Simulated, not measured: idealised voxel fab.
Process module name: voxel transistor to metal
Section cut is 205 nm wide and gridded with 5 nm square cells.
Format of a cross-section: grid, square cells. Given as bands. Order: top down. Band: one or more rows of cells.
Per band: top height and bottom height in nm, followed by the left-to-right materials and their widths in nm; "full width" marks a single material spanning edge to edge, "air" marks empty space.
Ref level 0: as-received wafer is one material below here. Bottom band extends down with no lower bound ("from 0 down").
The notation "30->40" denotes a width that varies across the rows of cells in the band, beginning at the first number in the top row, finishing at the second number in the bottom row, and changing by an identical amount from each row to the next.
Where the words "no modification" appear for a step, the cross-section shows no cell changed by that step; every cell remained as before.
You'll see "Enclosed internal cavities" listing empty spaces that have no way open to the top, as long as they're 8 cells or more; the notation is width x height at distance, where the distance is from the left edge, and all of it is in nm.
On each step's line, the part that comes after the settings is the simulator's own comment on the step.
"overlay nm" on a masked step: distance the mask lay right of its planned place, negative for left.

Process steps (planned)
1 RECEIVE, material Si
2 CONFORMAL_DEP, material SiO2, thk nm 5
3 CONFORMAL_DEP, material SiN, thk nm 10
4 DIRECTIONAL_DEP, material aC, thk nm 15
5 PATTERN, tone cover, mask id ACTIVE, material resist, width nm 110, thk nm 35, overlay nm 0
6 DIRECTIONAL_ETCH, etch materials aC, depth nm 15
7 STRIP, etch materials resist
8 DIRECTIONAL_ETCH, etch materials SiN, depth nm 10
9 DIRECTIONAL_ETCH, etch materials SiO2, depth nm 5
10 DIRECTIONAL_ETCH, etch materials Si, depth nm 35
11 STRIP, etch materials aC
12 OXIDIZE, depth nm 5
13 FILL_DEP, material SiO2, thk nm 10
14 CMP, height nm 15
15 SELECTIVE_ETCH, etch materials SiO2, depth nm 10
16 STRIP, etch materials SiN
17 SELECTIVE_ETCH, etch materials SiO2, depth nm 5
18 OXIDIZE, depth nm 5
19 DIRECTIONAL_DEP, material polySi, thk nm 25
20 DIRECTIONAL_DEP, material SiCN, thk nm 10
21 DIRECTIONAL_DEP, material aC, thk nm 10
22 PATTERN, tone cover, mask id GATE, material resist, width nm 20, thk nm 25, overlay nm 0
23 DIRECTIONAL_ETCH, etch materials aC, depth nm 10
24 STRIP, etch materials resist
25 DIRECTIONAL_ETCH, etch materials SiCN, depth nm 20
26 DIRECTIONAL_ETCH, etch materials polySi, depth nm 35
27 STRIP, etch materials aC
28 CONFORMAL_DEP, material SiO2, thk nm 5
29 DIRECTIONAL_ETCH, etch materials SiO2, depth nm 5
30 CONFORMAL_DEP, material SiN, thk nm 10
31 DIRECTIONAL_ETCH, etch materials SiN, depth nm 10
32 DIRECTIONAL_ETCH, etch materials SiO2, depth nm 5
33 EPI, material pSi, thk nm 5
34 FILL_DEP, material SiO2, thk nm 10
35 CMP, height nm 35
36 DIRECTIONAL_DEP, material SiO2, thk nm 15
37 MASKED_ETCH, tone open, mask id CONTACT, width nm 30, pitch nm 60, etch materials SiO2, depth nm 50, overlay nm 0
38 CONFORMAL_DEP, material TiN, thk nm 5
39 FILL_DEP, material Ru, thk nm 5
40 CMP, height nm 50
41 CONFORMAL_DEP, material SiCN, thk nm 5
42 DIRECTIONAL_DEP, material SiO2, thk nm 15
43 MASKED_ETCH, tone open, mask id METAL_1, width nm 15, pitch nm 75, etch materials SiO2, depth nm 15, overlay nm 0
44 MASKED_ETCH, tone open, mask id METAL_1, width nm 15, pitch nm 75, etch materials SiCN, depth nm 5, overlay nm 0
45 CONFORMAL_DEP, material TiN, thk nm 5
46 FILL_DEP, material Ru, thk nm 10
47 CMP, height nm 70
48 CONFORMAL_DEP, material SiCN, thk nm 5
49 DIRECTIONAL_DEP, material SiO2, thk nm 30
50 PATTERN, tone open, mask id METAL_2, material resist, width nm 15, pitch nm 75, thk nm 15, overlay nm 0
51 DIRECTIONAL_ETCH, etch materials SiO2, depth nm 20
52 STRIP, etch materials resist
53 MASKED_ETCH, tone open, mask id METAL_2_HOLES, width nm 15, pitch nm 75, etch materials SiO2, depth nm 10, overlay nm 0
54 MASKED_ETCH, tone open, mask id METAL_2_HOLES, width nm 15, pitch nm 75, etch materials SiCN, depth nm 5, overlay nm 0
55 CONFORMAL_DEP, material TiN, thk nm 5
56 FILL_DEP, material Ru, thk nm 10
57 CMP, height nm 105
58 CONFORMAL_DEP, material SiCN, thk nm 5

Incoming wafer, cross-sectional view, post step 1
from 0 down = Si full width
Enclosed internal cavities: none

The cross-section shown corresponds to the wafer at the conclusion of the module. The initial structure and the process plan are those presented above; however, one mistake occurred in executing the plan
from 110 to 105 = SiCN full width
from 105 to 75 = SiO2: 55  TiN: 5  Ru: 5  TiN: 5  SiO2: 60  TiN: 5  Ru: 5  TiN: 5  SiO2: 60
from 75 to 70 = SiCN: 55  TiN: 15  SiCN: 60  TiN: 15  SiCN: 60
from 70 to 55 = SiO2: 55  TiN: 5  Ru: 5  TiN: 5  SiO2: 60  TiN: 5  Ru: 5  TiN: 5  SiO2: 60
from 55 to 50 = SiCN: 55  TiN: 15  SiCN: 60  TiN: 15  SiCN: 60
from 50 to 35 = SiO2: 55  TiN: 5  Ru: 10  TiN: 5  SiO2: 50  TiN: 5  Ru: 10  TiN: 5  SiO2: 60
from 35 to 25 = SiO2: 55  TiN: 5  Ru: 10  TiN: 5  SiN: 10  SiO2: 5  SiCN: 20  SiO2: 5  SiN: 10  TiN: 5  Ru: 10  TiN: 5  SiO2: 60
from 25 to 20 = SiO2: 55  TiN: 5  Ru: 10  TiN: 5  SiN: 10  SiO2: 5  polySi: 20  SiO2: 5  SiN: 10  TiN: 5  Ru: 10  TiN: 5  SiO2: 60
from 20 to 15 = SiO2: 55  TiN: 20  SiN: 10  SiO2: 5  polySi: 20  SiO2: 5  SiN: 10  TiN: 20  SiO2: 60
from 15 to 0 = SiO2: 75  SiN: 10  SiO2: 5  polySi: 20  SiO2: 5  SiN: 10  SiO2: 80
from 0 to -5 = SiO2: 45  pSi: 30  SiO2: 50  pSi: 30  SiO2: 50
from -5 to -40 = SiO2: 50  Si: 100  SiO2: 55
from -40 down = Si full width
Enclosed internal cavities: none
The plan and the run diverged here: transposition of steps 36 and 37 relative to the planned sequence
